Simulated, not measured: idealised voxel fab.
process module | voxel air gaps
cross-section cut | 170 nm wide | cells 5 nm
A cross-section is a grid of square cells, given in bands from the top down. A band is one or more rows of cells.
Each band's line starts with the height of the band's top and of its bottom, in nm. Then come its materials from left to right, each with its width in nm. One material with "throughout" fills the band from edge to edge. "air" is empty space.
Height 0 is the level under which the wafer as received is all one material. The lowest band goes on downwards, as in "0 down".
A width such as "30 to 40" changes by the same amount from each row of cells to the next, from the band's top row to its bottom row.
"no change" after a step means that no cell of the cross-section changed.
closed voids: empty space of 8 cells or more with no open way to the top, each as width x height at its distance from the left edge, in nm
after a step's settings: what the simulator itself notes on the step
overlay nm, on a step with a mask: how far to the right of its planned place the mask lay; to the left if negative
plan
1 op RECEIVE | material Si
2 op CONFORMAL_DEP | material SiO2 | thk nm 15
3 op CONFORMAL_DEP | material SiCN | thk nm 5
4 op DIRECTIONAL_DEP | material SiO2 | thk nm 40
5 op PATTERN | tone open | mask id LINES | material resist | width nm 25 | pitch nm 50 | thk nm 15 | overlay nm 0
6 op DIRECTIONAL_ETCH | etch materials SiO2 | depth nm 40
7 op STRIP | etch materials resist
8 op CONFORMAL_DEP | material TiN | thk nm 5
9 op FILL_DEP | material Cu | thk nm 5
10 op CMP | height nm 60
11 op EPI | material Ru | thk nm 10
12 op SELECTIVE_ETCH | etch materials SiO2 | depth nm 50
13 op CONFORMAL_DEP | material SiCN | thk nm 5
as received, after step 1
  0 down: Si throughout
  closed voids: none
a wafer at the end: this start, this plan, one mistake
  75 to 70: SiCN throughout
  70 to 60: Ru throughout
  60 to 20: Cu throughout
  20 to 15: SiCN throughout
  15 to 0: SiO2 throughout
  0 down: Si throughout
  closed voids: none
what went wrong: step 4 ran as: op DIRECTIONAL_DEP | material Cu | thk nm 40
